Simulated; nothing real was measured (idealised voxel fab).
Module name: voxel wiring stack (process module)
220 nm wide, 5 nm square cells: that's cross-section cut.
In what follows, cross-sections appear as grids of square cells, described through bands that run from the top down, where every band is one or more rows of cells.
Within each band entry, the heights of the top and of the bottom of the band appear first, in that order and in nm; the materials of the band then follow from left to right, each with its corresponding width in nm. The designation "everywhere" on a single material indicates that it fills the band from edge to edge; the designation "empty" indicates empty space.
Below 0: as-received wafer, all one material; heights counted from there. Lowest band: no bottom, goes on down, written "0..down".
So if you see something like "30->40" for the width, read it as the top row of the band sitting at the first number and the bottom row at the second, with every row in between moving by the same amount as the last.
A step reported as "nothing different" is a step in which no cell of the cross-section changed.
What "Closed void entries" gives you is every empty space of 8 cells or more that is cut off from the top. Each appears as width x height at distance, with the distance taken from the left edge and width, height and distance all in nm.
On a step's line, text after the settings is the simulator commenting on that step.
The optional step-line setting "overlay nm" applies to steps with a mask and quantifies how far to the right of its planned location the mask lay, a negative value indicating leftward placement.
Planned step list for the process
| 1 | RECEIVE: material Si |
| 2 | CONFORMAL_DEP: material SiO2, thk nm 10 |
| 3 | DIRECTIONAL_DEP: material TiN, thk nm 5 |
| 4 | DIRECTIONAL_DEP: material Ru, thk nm 20 |
| 5 | DIRECTIONAL_DEP: material aC, thk nm 15 |
| 6 | PATTERN: tone cover, mask id METAL_1, material resist, width nm 20, pitch nm 45, thk nm 35, overlay nm 0 |
| 7 | DIRECTIONAL_ETCH: etch materials aC, depth nm 15 |
| 8 | STRIP: etch materials resist |
| 9 | DIRECTIONAL_ETCH: etch materials Ru, depth nm 20 |
| 10 | DIRECTIONAL_ETCH: etch materials TiN, depth nm 5 |
| 11 | STRIP: etch materials aC |
| 12 | CONFORMAL_DEP: material SiCN, thk nm 5 |
| 13 | FILL_DEP: material lowk, thk nm 5 |
| 14 | CMP: height nm 35 |
| 15 | CONFORMAL_DEP: material SiCN, thk nm 5 |
| 16 | DIRECTIONAL_DEP: material lowk, thk nm 15 |
| 17 | DIRECTIONAL_DEP: material aC, thk nm 10 |
| 18 | PATTERN: tone open, mask id PLUG_1, material resist, width nm 15, pitch nm 45, thk nm 25, overlay nm 0 |
| 19 | DIRECTIONAL_ETCH: etch materials aC, depth nm 10 |
| 20 | STRIP: etch materials resist |
| 21 | DIRECTIONAL_ETCH: etch materials lowk, depth nm 15 |
| 22 | DIRECTIONAL_ETCH: etch materials SiCN, depth nm 5 |
| 23 | STRIP: etch materials aC |
| 24 | EPI: material Ru, thk nm 10 |
| 25 | EPI: material Ru, thk nm 10 |
| 26 | DIRECTIONAL_DEP: material TiN, thk nm 5 |
| 27 | DIRECTIONAL_DEP: material W, thk nm 25 |
| 28 | DIRECTIONAL_DEP: material aC, thk nm 15 |
| 29 | PATTERN: tone cover, mask id METAL_2, material resist, width nm 20, pitch nm 45, thk nm 30, overlay nm 0 |
| 30 | DIRECTIONAL_ETCH: etch materials aC, depth nm 15 |
| 31 | STRIP: etch materials resist |
| 32 | DIRECTIONAL_ETCH: etch materials W, depth nm 25 |
| 33 | DIRECTIONAL_ETCH: etch materials TiN, depth nm 5 |
| 34 | STRIP: etch materials aC |
| 35 | FILL_DEP: material lowk, thk nm 10 |
| 36 | CMP: height nm 85 |
| 37 | CONFORMAL_DEP: material SiCN, thk nm 5 |
| 38 | DIRECTIONAL_DEP: material lowk, thk nm 30 |
| 39 | PATTERN: tone open, mask id METAL_3, material resist, width nm 20, pitch nm 45, thk nm 20, overlay nm 0 |
| 40 | DIRECTIONAL_ETCH: etch materials lowk, depth nm 15 |
| 41 | STRIP: etch materials resist |
| 42 | MASKED_ETCH: tone open, mask id METAL_3_HOLES, width nm 15, pitch nm 45, etch materials lowk, depth nm 15, overlay nm 0 |
| 43 | MASKED_ETCH: tone open, mask id METAL_3_HOLES, width nm 15, pitch nm 45, etch materials SiCN, depth nm 5, overlay nm 0 |
| 44 | CONFORMAL_DEP: material TiN, thk nm 5 |
| 45 | FILL_DEP: material Cu, thk nm 5 |
| 46 | CMP: height nm 120 |
| 47 | CONFORMAL_DEP: material SiN, thk nm 5 |
First of two wafers - as planned
This is the cross-section of the wafer as we received it, i.e. after step 1
> 0..down = Si everywhere
> Closed void entries: none
Take a look at the wafer's cross-section after step 2
> 10..0 = SiO2 everywhere
> Under 0: no change, same as before.
Take a look at the wafer's cross-section after step 3
> 15..10 = TiN everywhere
> Under 10: no change, same as before.
Take a look at the wafer's cross-section after step 4
> 35..15 = Ru everywhere
> Under 15: no change, same as before.
Take a look at the wafer's cross-section after step 5
> 50..35 = aC everywhere
> Under 35: no change, same as before.
Take a look at the wafer's cross-section after step 6
> 85..50 = empty=75 / resist=20 / empty=25 / resist=20 / empty=80
> Under 50: no change, same as before.
Take a look at the wafer's cross-section after step 7
> 70..50 = empty=75 / resist=20 / empty=25 / resist=20 / empty=80
> 50..35 = empty=75 / aC=20 / empty=25 / aC=20 / empty=80
> Under 35: no change, same as before.
Take a look at the wafer's cross-section after step 8
> 50..35 = empty=75 / aC=20 / empty=25 / aC=20 / empty=80
> Under 35: no change, same as before.
Take a look at the wafer's cross-section after step 9
> 50..35 = empty=75 / aC=20 / empty=25 / aC=20 / empty=80
> 35..15 = empty=75 / Ru=20 / empty=25 / Ru=20 / empty=80
> Under 15: no change, same as before.
Take a look at the wafer's cross-section after step 10
> 50..35 = empty=75 / aC=20 / empty=25 / aC=20 / empty=80
> 35..15 = empty=75 / Ru=20 / empty=25 / Ru=20 / empty=80
> 15..10 = empty=75 / TiN=20 / empty=25 / TiN=20 / empty=80
> Under 10: no change, same as before.
Take a look at the wafer's cross-section after step 11
> 35..15 = empty=75 / Ru=20 / empty=25 / Ru=20 / empty=80
> Under 15: no change, same as before.
Take a look at the wafer's cross-section after step 12
> 40..35 = empty=70 / SiCN=30 / empty=15 / SiCN=30 / empty=75
> 35..15 = empty=70 / SiCN=5 / Ru=20 / SiCN=5 / empty=15 / SiCN=5 / Ru=20 / SiCN=5 / empty=75
> 15..10 = SiCN=75 / TiN=20 / SiCN=25 / TiN=20 / SiCN=80
> Under 10: no change, same as before.
Take a look at the wafer's cross-section after step 13
> 45..40 = lowk everywhere
> 40..35 = lowk=70 / SiCN=30 / lowk=15 / SiCN=30 / lowk=75
> 35..15 = lowk=70 / SiCN=5 / Ru=20 / SiCN=5 / lowk=15 / SiCN=5 / Ru=20 / SiCN=5 / lowk=75
> Under 15: no change, same as before.
Take a look at the wafer's cross-section after step 14
> 35..15 = lowk=70 / SiCN=5 / Ru=20 / SiCN=5 / lowk=15 / SiCN=5 / Ru=20 / SiCN=5 / lowk=75
> Under 15: no change, same as before.
Take a look at the wafer's cross-section after step 15
> 40..35 = SiCN everywhere
> Under 35: no change, same as before.
Take a look at the wafer's cross-section after step 16
> 55..40 = lowk everywhere
> Under 40: no change, same as before.
Take a look at the wafer's cross-section after step 17
> 65..55 = aC everywhere
> Under 55: no change, same as before.
Take a look at the wafer's cross-section after step 18
> 90..65 = resist=75 / empty=15 / resist=30 / empty=15 / resist=85
> Under 65: no change, same as before.
Take a look at the wafer's cross-section after step 19
> 80..65 = resist=75 / empty=15 / resist=30 / empty=15 / resist=85
> 65..55 = aC=75 / empty=15 / aC=30 / empty=15 / aC=85
> Under 55: no change, same as before.
Take a look at the wafer's cross-section after step 20
> 65..55 = aC=75 / empty=15 / aC=30 / empty=15 / aC=85
> Under 55: no change, same as before.
Take a look at the wafer's cross-section after step 21
> 65..55 = aC=75 / empty=15 / aC=30 / empty=15 / aC=85
> 55..40 = lowk=75 / empty=15 / lowk=30 / empty=15 / lowk=85
> Under 40: no change, same as before.
Take a look at the wafer's cross-section after step 22
> 65..55 = aC=75 / empty=15 / aC=30 / empty=15 / aC=85
> 55..40 = lowk=75 / empty=15 / lowk=30 / empty=15 / lowk=85
> 40..35 = SiCN=75 / empty=15 / SiCN=30 / empty=15 / SiCN=85
> Under 35: no change, same as before.
Take a look at the wafer's cross-section after step 23
> 55..40 = lowk=75 / empty=15 / lowk=30 / empty=15 / lowk=85
> Under 40: no change, same as before.
Take a look at the wafer's cross-section after step 24
> 55..45 = lowk=75 / empty=15 / lowk=30 / empty=15 / lowk=85
> 45..40 = lowk=75 / Ru=15 / lowk=30 / Ru=15 / lowk=85
> 40..35 = SiCN=75 / Ru=15 / SiCN=30 / Ru=15 / SiCN=85
> Under 35: no change, same as before.
Take a look at the wafer's cross-section after step 25
> 55..40 = lowk=75 / Ru=15 / lowk=30 / Ru=15 / lowk=85
> Under 40: no change, same as before.
Take a look at the wafer's cross-section after step 26
> 60..55 = TiN everywhere
> Under 55: no change, same as before.
Take a look at the wafer's cross-section after step 27
> 85..60 = W everywhere
> Under 60: no change, same as before.
Take a look at the wafer's cross-section after step 28
> 100..85 = aC everywhere
> Under 85: no change, same as before.
Take a look at the wafer's cross-section after step 29
> 130..100 = empty=75 / resist=20 / empty=25 / resist=20 / empty=80
> Under 100: no change, same as before.
Take a look at the wafer's cross-section after step 30
> 115..100 = empty=75 / resist=20 / empty=25 / resist=20 / empty=80
> 100..85 = empty=75 / aC=20 / empty=25 / aC=20 / empty=80
> Under 85: no change, same as before.
Take a look at the wafer's cross-section after step 31
> 100..85 = empty=75 / aC=20 / empty=25 / aC=20 / empty=80
> Under 85: no change, same as before.
Take a look at the wafer's cross-section after step 32
> 100..85 = empty=75 / aC=20 / empty=25 / aC=20 / empty=80
> 85..60 = empty=75 / W=20 / empty=25 / W=20 / empty=80
> Under 60: no change, same as before.
Take a look at the wafer's cross-section after step 33
> 100..85 = empty=75 / aC=20 / empty=25 / aC=20 / empty=80
> 85..60 = empty=75 / W=20 / empty=25 / W=20 / empty=80
> 60..55 = empty=75 / TiN=20 / empty=25 / TiN=20 / empty=80
> Under 55: no change, same as before.
Take a look at the wafer's cross-section after step 34
> 85..60 = empty=75 / W=20 / empty=25 / W=20 / empty=80
> Under 60: no change, same as before.
Take a look at the wafer's cross-section after step 35
> 95..85 = lowk everywhere
> 85..60 = lowk=75 / W=20 / lowk=25 / W=20 / lowk=80
> 60..55 = lowk=75 / TiN=20 / lowk=25 / TiN=20 / lowk=80
> Under 55: no change, same as before.
Take a look at the wafer's cross-section after step 36
> 85..60 = lowk=75 / W=20 / lowk=25 / W=20 / lowk=80
> Under 60: no change, same as before.
Take a look at the wafer's cross-section after step 37
> 90..85 = SiCN everywhere
> Under 85: no change, same as before.
Take a look at the wafer's cross-section after step 38
> 120..90 = lowk everywhere
> Under 90: no change, same as before.
Take a look at the wafer's cross-section after step 39
> 140..120 = resist=75 / empty=20 / resist=25 / empty=20 / resist=80
> Under 120: no change, same as before.
Take a look at the wafer's cross-section after step 40
> 140..120 = resist=75 / empty=20 / resist=25 / empty=20 / resist=80
> 120..105 = lowk=75 / empty=20 / lowk=25 / empty=20 / lowk=80
> Under 105: no change, same as before.
Take a look at the wafer's cross-section after step 41
> 120..105 = lowk=75 / empty=20 / lowk=25 / empty=20 / lowk=80
> Under 105: no change, same as before.
Take a look at the wafer's cross-section after step 42
> 120..105 = lowk=75 / empty=20 / lowk=25 / empty=20 / lowk=80
> 105..90 = lowk=75 / empty=15 / lowk=30 / empty=15 / lowk=85
> Under 90: no change, same as before.
Take a look at the wafer's cross-section after step 43
> 120..105 = lowk=75 / empty=20 / lowk=25 / empty=20 / lowk=80
> 105..90 = lowk=75 / empty=15 / lowk=30 / empty=15 / lowk=85
> 90..85 = SiCN=75 / empty=15 / SiCN=30 / empty=15 / SiCN=85
> Under 85: no change, same as before.
Take a look at the wafer's cross-section after step 44
> 125..120 = TiN=80 / empty=10 / TiN=35 / empty=10 / TiN=85
> 120..110 = lowk=75 / TiN=5 / empty=10 / TiN=5 / lowk=25 / TiN=5 / empty=10 / TiN=5 / lowk=80
> 110..105 = lowk=75 / TiN=5 / empty=5 / TiN=10 / lowk=25 / TiN=5 / empty=5 / TiN=10 / lowk=80
> 105..90 = lowk=75 / TiN=5 / empty=5 / TiN=5 / lowk=30 / TiN=5 / empty=5 / TiN=5 / lowk=85
> 90..85 = SiCN=75 / TiN=15 / SiCN=30 / TiN=15 / SiCN=85
> Under 85: no change, same as before.
Take a look at the wafer's cross-section after step 45
> 130..125 = Cu everywhere
> 125..120 = TiN=80 / Cu=10 / TiN=35 / Cu=10 / TiN=85
> 120..110 = lowk=75 / TiN=5 / Cu=10 / TiN=5 / lowk=25 / TiN=5 / Cu=10 / TiN=5 / lowk=80
> 110..105 = lowk=75 / TiN=5 / Cu=5 / TiN=10 / lowk=25 / TiN=5 / Cu=5 / TiN=10 / lowk=80
> 105..90 = lowk=75 / TiN=5 / Cu=5 / TiN=5 / lowk=30 / TiN=5 / Cu=5 / TiN=5 / lowk=85
> Under 90: no change, same as before.
Take a look at the wafer's cross-section after step 46
> 120..110 = lowk=75 / TiN=5 / Cu=10 / TiN=5 / lowk=25 / TiN=5 / Cu=10 / TiN=5 / lowk=80
> Under 110: no change, same as before.
Take a look at the wafer's cross-section after step 47
> 125..120 = SiN everywhere
> Under 120: no change, same as before.
Second wafer, same starting state and plan as the first, one mistake in the run, identical through step 46
Cross-section: second wafer, time at which step 47 was scheduled to end
> 135..120 = SiN everywhere
> Under 120: no change, same as before.
Finding, execution versus plan: step 47 went in with a setting other than planned; the actual run was CONFORMAL_DEP: material SiN, thk nm 15
at the end the second wafer has, in cells: SiN: 88 more
